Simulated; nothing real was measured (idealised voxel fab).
The name of this process module is voxel air gaps.
Cross-sectional view cut (width: 155 nm; square cell size: 5 nm).
Cross-section, as written here: a square-cell grid given band by band from the top down, where a band holds one or more rows of cells. Read a band's entry like this: the first values are the height of its top and the height of its bottom in nm, and what follows is the sequence of materials from left to right, each with its width in nm. Note that "blank" is empty space, and that a single material marked "throughout" reaches across the band from edge to edge. Note: height 0 marks the level under which the wafer is uniformly one material as received. Lowest band unbounded below, written "0..down". Graded width ("30..40"): value in top row of band = first number; value in bottom row = second number; row-to-row change constant. "stayed the same" -> step changed no cross-section cell. Heads up: "Voids, sealed" only lists the empty pockets with no open path to the top that are 8 cells or more, and it writes them as width x height at distance, distance from the left edge, in nm. What comes after the settings on a step's line is commentary from the simulator itself on that step. A step's line can hold "overlay nm"; with a mask on that step, the setting says how far right of the planned place the mask lay, while a negative setting says it lay to the left.
# The following list gives the planned process steps
1: op RECEIVE | material Si
2: op CONFORMAL_DEP | material SiO2 | thk nm 10
3: op CONFORMAL_DEP | material SiN | thk nm 5
4: op DIRECTIONAL_DEP | material SiO2 | thk nm 30
5: op DIRECTIONAL_DEP | material aC | thk nm 10
6: op PATTERN | tone open | mask id LINES | material resist | width nm 20 | pitch nm 45 | thk nm 30 | overlay nm 0
7: op DIRECTIONAL_ETCH | etch materials aC | depth nm 10
8: op STRIP | etch materials resist
9: op DIRECTIONAL_ETCH | etch materials SiO2 | depth nm 30
10: op STRIP | etch materials aC
11: op CONFORMAL_DEP | material TiN | thk nm 5
12: op FILL_DEP | material Ru | thk nm 5
13: op CMP | height nm 45
14: op EPI | material Ru | thk nm 10
15: op SELECTIVE_ETCH | etch materials SiO2 | depth nm 40
16: op CONFORMAL_DEP | material SiCN | thk nm 5
# What follows covers the first of two wafers; it ran as planned
# Cross-section of the wafer upon arrival, representing the state reached after step 1
  0..down: Si throughout
  Voids, sealed: none
# Cross-section of the wafer after step 2
  10..0: SiO2 throughout
  Everything under 0 stays put, no change at all.
# Cross-section of the wafer after step 3
  15..10: SiN throughout
  Everything under 10 stays put, no change at all.
# Cross-section of the wafer after step 4
  45..15: SiO2 throughout
  Everything under 15 stays put, no change at all.
# Cross-section of the wafer after step 5
  55..45: aC throughout
  Everything under 45 stays put, no change at all.
# Cross-section of the wafer after step 6
  85..55: resist 20 / blank 20 / resist 25 / blank 20 / resist 25 / blank 20 / resist 25
  Everything under 55 stays put, no change at all.
# Cross-section of the wafer after step 7
  75..55: resist 20 / blank 20 / resist 25 / blank 20 / resist 25 / blank 20 / resist 25
  55..45: aC 20 / blank 20 / aC 25 / blank 20 / aC 25 / blank 20 / aC 25
  Everything under 45 stays put, no change at all.
# Cross-section of the wafer after step 8
  55..45: aC 20 / blank 20 / aC 25 / blank 20 / aC 25 / blank 20 / aC 25
  Everything under 45 stays put, no change at all.
# Cross-section of the wafer after step 9
  55..45: aC 20 / blank 20 / aC 25 / blank 20 / aC 25 / blank 20 / aC 25
  45..15: SiO2 20 / blank 20 / SiO2 25 / blank 20 / SiO2 25 / blank 20 / SiO2 25
  Everything under 15 stays put, no change at all.
# Cross-section of the wafer after step 10
  45..15: SiO2 20 / blank 20 / SiO2 25 / blank 20 / SiO2 25 / blank 20 / SiO2 25
  Everything under 15 stays put, no change at all.
# Cross-section of the wafer after step 11
  50..45: TiN 25 / blank 10 / TiN 35 / blank 10 / TiN 35 / blank 10 / TiN 30
  45..20: SiO2 20 / TiN 5 / blank 10 / TiN 5 / SiO2 25 / TiN 5 / blank 10 / TiN 5 / SiO2 25 / TiN 5 / blank 10 / TiN 5 / SiO2 25
  20..15: SiO2 20 / TiN 20 / SiO2 25 / TiN 20 / SiO2 25 / TiN 20 / SiO2 25
  Everything under 15 stays put, no change at all.
# Cross-section of the wafer after step 12
  55..50: Ru throughout
  50..45: TiN 25 / Ru 10 / TiN 35 / Ru 10 / TiN 35 / Ru 10 / TiN 30
  45..20: SiO2 20 / TiN 5 / Ru 10 / TiN 5 / SiO2 25 / TiN 5 / Ru 10 / TiN 5 / SiO2 25 / TiN 5 / Ru 10 / TiN 5 / SiO2 25
  Everything under 20 stays put, no change at all.
# Cross-section of the wafer after step 13
  45..20: SiO2 20 / TiN 5 / Ru 10 / TiN 5 / SiO2 25 / TiN 5 / Ru 10 / TiN 5 / SiO2 25 / TiN 5 / Ru 10 / TiN 5 / SiO2 25
  Everything under 20 stays put, no change at all.
# Cross-section of the wafer after step 14
  55..45: blank 10 / Ru 40 / blank 5 / Ru 40 / blank 5 / Ru 40 / blank 15
  Everything under 45 stays put, no change at all.
# Cross-section of the wafer after step 15
  55..45: blank 10 / Ru 40 / blank 5 / Ru 40 / blank 5 / Ru 40 / blank 15
  45..20: blank 20 / TiN 5 / Ru 10 / TiN 5 / blank 25 / TiN 5 / Ru 10 / TiN 5 / blank 25 / TiN 5 / Ru 10 / TiN 5 / blank 25
  20..15: blank 20 / TiN 20 / blank 25 / TiN 20 / blank 25 / TiN 20 / blank 25
  Everything under 15 stays put, no change at all.
# Cross-section of the wafer after step 16
  60..55: blank 5 / SiCN 140 / blank 10
  55..45: blank 5 / SiCN 5 / Ru 40 / SiCN 5 / Ru 40 / SiCN 5 / Ru 40 / SiCN 5 / blank 10
  45..40: blank 5 / SiCN 15 / TiN 5 / Ru 10 / TiN 5 / SiCN 25 / TiN 5 / Ru 10 / TiN 5 / SiCN 25 / TiN 5 / Ru 10 / TiN 5 / SiCN 15 / blank 10
  40..20: blank 15 / SiCN 5 / TiN 5 / Ru 10 / TiN 5 / SiCN 5 / blank 15 / SiCN 5 / TiN 5 / Ru 10 / TiN 5 / SiCN 5 / blank 15 / SiCN 5 / TiN 5 / Ru 10 / TiN 5 / SiCN 5 / blank 20
  20..15: SiCN 20 / TiN 20 / SiCN 25 / TiN 20 / SiCN 25 / TiN 20 / SiCN 25
  Everything under 15 stays put, no change at all.
  Voids, sealed: 15 x 20 at 45; 15 x 20 at 90
# Wafer two. Same start, same plan, one slip in execution. Same as wafer one through step 2, inclusive
# The second wafer cut through, at the time step 3 was supposed to be finished
  40..0: SiO2 throughout
  Everything under 0 stays put, no change at all.
# The second wafer cut through, at the time step 4 was supposed to be finished
  45..40: SiN throughout
  Everything under 40 stays put, no change at all.
# The second wafer cut through, at the time step 5 was supposed to be finished
  55..45: aC throughout
  Everything under 45 stays put, no change at all.
# The second wafer cut through, at the time step 6 was supposed to be finished
  85..55: resist 20 / blank 20 / resist 25 / blank 20 / resist 25 / blank 20 / resist 25
  Everything under 55 stays put, no change at all.
# The second wafer cut through, at the time step 7 was supposed to be finished
  75..55: resist 20 / blank 20 / resist 25 / blank 20 / resist 25 / blank 20 / resist 25
  55..45: aC 20 / blank 20 / aC 25 / blank 20 / aC 25 / blank 20 / aC 25
  Everything under 45 stays put, no change at all.
# The second wafer cut through, at the time step 8 was supposed to be finished
  55..45: aC 20 / blank 20 / aC 25 / blank 20 / aC 25 / blank 20 / aC 25
  Everything under 45 stays put, no change at all.
The second wafer cut through, at the time step 9 was supposed to be finished: stayed the same
# The second wafer cut through, at the time step 10 was supposed to be finished
  45..40: SiN throughout
  Everything under 40 stays put, no change at all.
# The second wafer cut through, at the time step 11 was supposed to be finished
  50..45: TiN throughout
  Everything under 45 stays put, no change at all.
# The second wafer cut through, at the time step 12 was supposed to be finished
  55..50: Ru throughout
  Everything under 50 stays put, no change at all.
# The second wafer cut through, at the time step 13 was supposed to be finished
  45..40: SiN throughout
  Everything under 40 stays put, no change at all.
The second wafer cut through, at the time step 14 was supposed to be finished: stayed the same
The second wafer cut through, at the time step 15 was supposed to be finished: stayed the same
# The second wafer cut through, at the time step 16 was supposed to be finished
  50..45: SiCN throughout
  Everything under 45 stays put, no change at all.
Which mistake was made when the wafer was run? the intended sequence of steps 3 and 4 was reversed during processing, with each occupying the position of the other
End check, counted in cells, second wafer has more or fewer of these materials than the first: -78 Ru; -64 SiCN; +186 SiO2; -42 TiN
Wafer, first: 2 closed voids at end. Wafer, second: 0.
